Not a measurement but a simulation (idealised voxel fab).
process module | voxel quadruple lines
cross-section cut | 140 nm wide | cells 5 nm
A cross-section is a grid of square cells, given in bands from the top down. A band is one or more rows of cells.
Each band's line starts with the height of the band's top and of its bottom, in nm. Then come its materials from left to right, each with its width in nm. One material with "throughout" fills the band from edge to edge. "air" is empty space.
Height 0 is the level under which the wafer as received is all one material. The lowest band goes on downwards, as in "0 down".
A width such as "30 to 40" changes by the same amount from each row of cells to the next, from the band's top row to its bottom row.
"no change" after a step means that no cell of the cross-section changed.
closed voids: empty space of 8 cells or more with no open way to the top, each as width x height at its distance from the left edge, in nm
after a step's settings: what the simulator itself notes on the step
overlay nm, on a step with a mask: how far to the right of its planned place the mask lay; to the left if negative
plan
1 op RECEIVE | material Si
2 op CONFORMAL_DEP | material Al2O3 | thk nm 5
3 op DIRECTIONAL_DEP | material Ru | thk nm 10
4 op DIRECTIONAL_DEP | material polySi | thk nm 20
5 op DIRECTIONAL_DEP | material aC | thk nm 25
6 op PATTERN | tone cover | mask id MANDREL | material resist | width nm 30 | thk nm 35 | overlay nm 0
7 op DIRECTIONAL_ETCH | etch materials aC | depth nm 25
8 op STRIP | etch materials resist
9 op CONFORMAL_DEP | material SiO2 | thk nm 10
10 op DIRECTIONAL_ETCH | etch materials SiO2 | depth nm 10
11 op STRIP | etch materials aC
12 op DIRECTIONAL_ETCH | etch materials polySi | depth nm 20
13 op STRIP | etch materials SiO2
14 op CONFORMAL_DEP | material SiN | thk nm 10
15 op DIRECTIONAL_ETCH | etch materials SiN | depth nm 10
16 op STRIP | etch materials polySi
17 op DIRECTIONAL_ETCH | etch materials Ru | depth nm 10
18 op STRIP | etch materials SiN
19 op FILL_DEP | material SiO2 | thk nm 10
20 op CMP | height nm 15
as received, after step 1
  0 down: Si throughout
  closed voids: none
a wafer at the end: this start, this plan, one mistake
  15 to 5: SiO2 45 | Ru 10 | SiO2 10 | Ru 10 | SiO2 10 | Ru 10 | SiO2 45
  5 to 0: Al2O3 throughout
  0 down: Si throughout
  closed voids: none
what went wrong: step 6 ran as: op PATTERN | tone open | mask id MANDREL | material resist | width nm 30 | thk nm 35 | overlay nm 0
